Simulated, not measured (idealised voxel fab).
The process module that follows is named voxel ribs on slabs.
It is cross-section cut that appears here, measuring 235 nm in width, its square cells being 5 nm in size.
Reading order for cross-sections: top band down to bottom band. Underlying form: a grid of square cells. Band size: one or more rows of cells. Quick guide to a band line: top height, bottom height (nm) up front; then every material left to right with its width in nm. Only one material and it's marked "full width"? Then it fills the band edge to edge. And "empty" just means empty space. Basically, 0 is our baseline, since under it the wafer straight out of the box is all one material. The bottom band has no lower end and keeps on going down, so it looks like "0 and below". A two-number width, for instance "30..40", indicates that the width is equal to the first number in the top row of the band and to the second number in the bottom row, and that it changes by a constant amount per row of cells. Where a step carries "no alterations made", the cross-section came out of it unchanged, cell for cell. What "Sealed void inventory" gives you is every empty space of 8 cells or more that is cut off from the top. Each appears as width x height at distance, with the distance taken from the left edge and width, height and distance all in nm. Past the settings on a step's line: simulator remark, on that step. "overlay nm" denotes, for a step that has a mask, the displacement of the mask to the right of its planned place, with negative values corresponding to the left.

[Listed below are the process steps as planned]
step 1: RECEIVE [material Si]
step 2: DIRECTIONAL_DEP [material SiO2] [thk nm 20]
step 3: DIRECTIONAL_DEP [material polySi] [thk nm 15]
step 4: DIRECTIONAL_DEP [material aC] [thk nm 15]
step 5: PATTERN [tone cover] [mask id RIB] [material resist] [width nm 30] [thk nm 30] [overlay nm 0]
step 6: DIRECTIONAL_ETCH [etch materials aC] [depth nm 15]
step 7: STRIP [etch materials resist]
step 8: DIRECTIONAL_ETCH [etch materials polySi] [depth nm 5]
step 9: STRIP [etch materials aC]
step 10: MASKED_ETCH [tone cover] [mask id SLAB] [width nm 80] [etch materials polySi] [depth nm 10] [overlay nm 0]
step 11: FILL_DEP [material SiO2] [thk nm 30]
step 12: CMP [height nm 55]
step 13: DIRECTIONAL_DEP [material W] [thk nm 5]
step 14: DIRECTIONAL_DEP [material aC] [thk nm 15]
step 15: PATTERN [tone cover] [mask id HEATER] [material resist] [width nm 40] [thk nm 30] [overlay nm 0]
step 16: DIRECTIONAL_ETCH [etch materials aC] [depth nm 15]
step 17: STRIP [etch materials resist]
step 18: DIRECTIONAL_ETCH [etch materials W] [depth nm 5]
step 19: STRIP [etch materials aC]
step 20: CONFORMAL_DEP [material SiO2] [thk nm 5]

[Cross-section: wafer on arrival = after step 1]
* 0 and below = Si full width
* Sealed void inventory: none

[End state of the module in cross-section, given the above starting point and plan and one mistake in execution]
* 60 down to 55 = 95 of empty, then 40 of W, then 100 of empty
* 55 down to 35 = SiO2 full width
* 35 down to 30 = 100 of SiO2, then 30 of polySi, then 105 of SiO2
* 30 down to 20 = 75 of SiO2, then 80 of polySi, then 80 of SiO2
* 20 down to 0 = SiO2 full width
* 0 and below = Si full width
* Sealed void inventory: none
Which mistake was made when the wafer was run? the run left out plan step 20 entirely, so it was never executed
